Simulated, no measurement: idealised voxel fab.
process module | voxel double patterning
cross-section cut | 190 nm wide | cells 5 nm
A cross-section is a grid of square cells, given in bands from the top down. A band is one or more rows of cells.
Each band's line starts with the height of the band's top and of its bottom, in nm. Then come its materials from left to right, each with its width in nm. One material with "throughout" fills the band from edge to edge. "air" is empty space.
Height 0 is the level under which the wafer as received is all one material. The lowest band goes on downwards, as in "0 down".
A width such as "30 to 40" changes by the same amount from each row of cells to the next, from the band's top row to its bottom row.
"no change" after a step means that no cell of the cross-section changed.
closed voids: empty space of 8 cells or more with no open way to the top, each as width x height at its distance from the left edge, in nm
after a step's settings: what the simulator itself notes on the step
overlay nm, on a step with a mask: how far to the right of its planned place the mask lay; to the left if negative
plan
1 op RECEIVE | material Si
2 op CONFORMAL_DEP | material SiO2 | thk nm 5
3 op DIRECTIONAL_DEP | material polySi | thk nm 10
4 op DIRECTIONAL_DEP | material SiCN | thk nm 5
5 op DIRECTIONAL_DEP | material aC | thk nm 15
6 op PATTERN | tone open | mask id FIRST | material resist | width nm 15 | pitch nm 50 | thk nm 35 | overlay nm 0
7 op DIRECTIONAL_ETCH | etch materials aC | depth nm 15
8 op STRIP | etch materials resist
9 op DIRECTIONAL_ETCH | etch materials SiCN | depth nm 5
10 op STRIP | etch materials aC
11 op MASKED_ETCH | tone open | mask id SECOND | width nm 15 | pitch nm 50 | etch materials SiCN | depth nm 5 | overlay nm 0
12 op DIRECTIONAL_ETCH | etch materials polySi | depth nm 10
13 op STRIP | etch materials SiCN
first wafer, as planned
as received, after step 1
  0 down: Si throughout
  closed voids: none
after step 2
  5 to 0: SiO2 throughout
  below 0: unchanged
after step 3
  15 to 5: polySi throughout
  below 5: unchanged
after step 4
  20 to 15: SiCN throughout
  below 15: unchanged
after step 5
  35 to 20: aC throughout
  below 20: unchanged
after step 6
  70 to 35: resist 35 | air 15 | resist 35 | air 15 | resist 35 | air 15 | resist 40
  below 35: unchanged
after step 7
  55 to 35: resist 35 | air 15 | resist 35 | air 15 | resist 35 | air 15 | resist 40
  35 to 20: aC 35 | air 15 | aC 35 | air 15 | aC 35 | air 15 | aC 40
  below 20: unchanged
after step 8
  35 to 20: aC 35 | air 15 | aC 35 | air 15 | aC 35 | air 15 | aC 40
  below 20: unchanged
after step 9
  35 to 20: aC 35 | air 15 | aC 35 | air 15 | aC 35 | air 15 | aC 40
  20 to 15: SiCN 35 | air 15 | SiCN 35 | air 15 | SiCN 35 | air 15 | SiCN 40
  below 15: unchanged
after step 10
  20 to 15: SiCN 35 | air 15 | SiCN 35 | air 15 | SiCN 35 | air 15 | SiCN 40
  below 15: unchanged
after step 11
  20 to 15: SiCN 35 | air 15 | SiCN 10 | air 15 | SiCN 10 | air 15 | SiCN 10 | air 15 | SiCN 10 | air 15 | SiCN 40
  below 15: unchanged
after step 12
  20 to 15: SiCN 35 | air 15 | SiCN 10 | air 15 | SiCN 10 | air 15 | SiCN 10 | air 15 | SiCN 10 | air 15 | SiCN 40
  15 to 5: polySi 35 | air 15 | polySi 10 | air 15 | polySi 10 | air 15 | polySi 10 | air 15 | polySi 10 | air 15 | polySi 40
  below 5: unchanged
after step 13
  15 to 5: polySi 35 | air 15 | polySi 10 | air 15 | polySi 10 | air 15 | polySi 10 | air 15 | polySi 10 | air 15 | polySi 40
  below 5: unchanged
second wafer: like start, like plan, one mistake. Through step 1 it matches the first wafer
when step 2 should have ended: no change
when step 3 should have ended
  10 to 0: polySi throughout
  below 0: unchanged
when step 4 should have ended
  15 to 10: SiCN throughout
  below 10: unchanged
when step 5 should have ended
  30 to 15: aC throughout
  below 15: unchanged
when step 6 should have ended
  65 to 30: resist 35 | air 15 | resist 35 | air 15 | resist 35 | air 15 | resist 40
  below 30: unchanged
when step 7 should have ended
  50 to 30: resist 35 | air 15 | resist 35 | air 15 | resist 35 | air 15 | resist 40
  30 to 15: aC 35 | air 15 | aC 35 | air 15 | aC 35 | air 15 | aC 40
  below 15: unchanged
when step 8 should have ended
  30 to 15: aC 35 | air 15 | aC 35 | air 15 | aC 35 | air 15 | aC 40
  below 15: unchanged
when step 9 should have ended
  30 to 15: aC 35 | air 15 | aC 35 | air 15 | aC 35 | air 15 | aC 40
  15 to 10: SiCN 35 | air 15 | SiCN 35 | air 15 | SiCN 35 | air 15 | SiCN 40
  below 10: unchanged
when step 10 should have ended
  15 to 10: SiCN 35 | air 15 | SiCN 35 | air 15 | SiCN 35 | air 15 | SiCN 40
  below 10: unchanged
when step 11 should have ended
  15 to 10: SiCN 35 | air 15 | SiCN 10 | air 15 | SiCN 10 | air 15 | SiCN 10 | air 15 | SiCN 10 | air 15 | SiCN 40
  below 10: unchanged
when step 12 should have ended
  15 to 10: SiCN 35 | air 15 | SiCN 10 | air 15 | SiCN 10 | air 15 | SiCN 10 | air 15 | SiCN 10 | air 15 | SiCN 40
  10 to 0: polySi 35 | air 15 | polySi 10 | air 15 | polySi 10 | air 15 | polySi 10 | air 15 | polySi 10 | air 15 | polySi 40
  below 0: unchanged
when step 13 should have ended
  10 to 0: polySi 35 | air 15 | polySi 10 | air 15 | polySi 10 | air 15 | polySi 10 | air 15 | polySi 10 | air 15 | polySi 40
  below 0: unchanged
what went wrong: step 2 was left out
at the end the second wafer has, in cells: 38 fewer of SiO2
